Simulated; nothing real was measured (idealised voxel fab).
The process module presented herein is designated voxel spacer lines.
The cross-section shown here is cut; it is 280 nm wide and divided into square cells measuring 5 nm on a side.
The cross-sections in this document take the form of a grid made of square cells. They are written out as bands, in order from top to bottom. Each band consists of one or more rows of cells.
First you get the band's top height and its bottom height, in nm, and then the materials it's made of, left to right, with each width in nm. If you see a single material with "full width", that one covers the band edge to edge. "air" is empty space.
Height reference: 0 = level under which incoming wafer is all one material. Lowest band: no bottom, runs on downward, e.g. "0 -> down".
The notation "30->40" denotes a width that varies across the rows of cells in the band, beginning at the first number in the top row, finishing at the second number in the bottom row, and changing by an identical amount from each row to the next.
Given "changes: none" for a step, no cell of the cross-section differs between before and after that step.
Heads up: "Closed internal voids" only lists the empty pockets with no open path to the top that are 8 cells or more, and it writes them as width x height at distance, distance from the left edge, in nm.
That trailing text on a step's line, after the settings, is the simulator's own remark on the step.
Among the settings permitted on a step's line is "overlay nm"; applied to a step with a mask, it specifies the extent to which the mask lay to the right of its planned position, whereas a negative figure signifies a position to the left.

### This section lists the process steps that were planned
| 1 | op RECEIVE | material Si |
| 2 | op CONFORMAL_DEP | material Al2O3 | thk nm 10 |
| 3 | op DIRECTIONAL_DEP | material polySi | thk nm 15 |
| 4 | op DIRECTIONAL_DEP | material aC | thk nm 20 |
| 5 | op PATTERN | tone cover | mask id MANDREL | material resist | width nm 20 | pitch nm 60 | thk nm 30 | overlay nm 0 |
| 6 | op DIRECTIONAL_ETCH | etch materials aC | depth nm 20 |
| 7 | op STRIP | etch materials resist |
| 8 | op CONFORMAL_DEP | material SiO2 | thk nm 10 |
| 9 | op DIRECTIONAL_ETCH | etch materials SiO2 | depth nm 5 |
| 10 | op STRIP | etch materials aC |
| 11 | op DIRECTIONAL_ETCH | etch materials polySi | depth nm 15 |
| 12 | op STRIP | etch materials SiO2 |
For clarity, it should be stated that the wafers under discussion commence in an identical condition and differ with respect to the depth nm of step 9, the plan indicating the value that the first wafer had.

### The first of several wafers as received, shown in cross-section; this is its state after step 1
* 0 -> down = Si full width
* Closed internal voids: none

### Quick look at the cross-section of the first of several wafers after step 12, which wraps up the module
* 45 -> 25 = air=100 / aC=20 / air=40 / aC=20 / air=100
* 25 -> 10 = polySi full width
* 10 -> 0 = Al2O3 full width
* 0 -> down = Si full width
* Closed internal voids: none

### Cross-section of the final wafer among several, taken at the end of the module
* 25 -> 10 = air=90 / polySi=10 / air=20 / polySi=10 / air=20 / polySi=10 / air=20 / polySi=10 / air=90
* 10 -> 0 = Al2O3 full width
* 0 -> down = Si full width
* Closed internal voids: none

### Per-wafer rows below. For each material: cells gained (+) or lost (-) since the wafer was received, as of end of module. Then: closed voids
depth nm 5, +112 Al2O3, +32 aC, +168 polySi, Closed internal voids: none
depth nm 10, +112 Al2O3, +24 polySi, Closed internal voids: none
depth nm 15, +112 Al2O3, +24 polySi, Closed internal voids: none
depth nm 20, +112 Al2O3, +24 polySi, Closed internal voids: none
depth nm 25, +112 Al2O3, +24 polySi, Closed internal voids: none
